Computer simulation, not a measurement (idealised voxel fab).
process module | voxel lift off
cross-section cut | 190 nm wide | cells 5 nm
A cross-section is a grid of square cells, given in bands from the top down. A band is one or more rows of cells.
Each band's line starts with the height of the band's top and of its bottom, in nm. Then come its materials from left to right, each with its width in nm. One material with "throughout" fills the band from edge to edge. "air" is empty space.
Height 0 is the level under which the wafer as received is all one material. The lowest band goes on downwards, as in "0 down".
A width such as "30 to 40" changes by the same amount from each row of cells to the next, from the band's top row to its bottom row.
"no change" after a step means that no cell of the cross-section changed.
closed voids: empty space of 8 cells or more with no open way to the top, each as width x height at its distance from the left edge, in nm
after a step's settings: what the simulator itself notes on the step
overlay nm, on a step with a mask: how far to the right of its planned place the mask lay; to the left if negative
plan
1 op RECEIVE | material Si
2 op CONFORMAL_DEP | material Al2O3 | thk nm 5
3 op PATTERN | tone open | mask id LINES | material resist | width nm 30 | pitch nm 60 | thk nm 20 | overlay nm 0
4 op DIRECTIONAL_DEP | material Ru | thk nm 5
5 op STRIP | etch materials resist
6 op CONFORMAL_DEP | material SiCN | thk nm 10
first wafer, as planned
as received, after step 1
  0 down: Si throughout
  closed voids: none
after step 2
  5 to 0: Al2O3 throughout
  below 0: unchanged
after step 3
  25 to 5: resist 50 | air 30 | resist 30 | air 30 | resist 50
  below 5: unchanged
after step 4
  30 to 25: Ru 50 | air 30 | Ru 30 | air 30 | Ru 50
  25 to 10: resist 50 | air 30 | resist 30 | air 30 | resist 50
  10 to 5: resist 50 | Ru 30 | resist 30 | Ru 30 | resist 50
  below 5: unchanged
after step 5
  10 to 5: air 50 | Ru 30 | air 30 | Ru 30 | air 50
  below 5: unchanged
after step 6
  20 to 15: air 40 | SiCN 50 | air 10 | SiCN 50 | air 40
  15 to 10: SiCN throughout
  10 to 5: SiCN 50 | Ru 30 | SiCN 30 | Ru 30 | SiCN 50
  below 5: unchanged
second wafer: like start, like plan, one mistake. Through step 2 it matches the first wafer
when step 3 should have ended
  25 to 5: resist 45 | air 40 | resist 20 | air 40 | resist 45
  below 5: unchanged
when step 4 should have ended
  30 to 25: Ru 45 | air 40 | Ru 20 | air 40 | Ru 45
  25 to 10: resist 45 | air 40 | resist 20 | air 40 | resist 45
  10 to 5: resist 45 | Ru 40 | resist 20 | Ru 40 | resist 45
  below 5: unchanged
when step 5 should have ended
  10 to 5: air 45 | Ru 40 | air 20 | Ru 40 | air 45
  below 5: unchanged
when step 6 should have ended
  20 to 15: air 35 | SiCN 120 | air 35
  15 to 10: SiCN throughout
  10 to 5: SiCN 45 | Ru 40 | SiCN 20 | Ru 40 | SiCN 45
  below 5: unchanged
what went wrong: step 3 ran as: op PATTERN | tone open | mask id LINES | material resist | width nm 40 | pitch nm 60 | thk nm 20 | overlay nm 0
at the end the second wafer has, in cells: 4 more of Ru
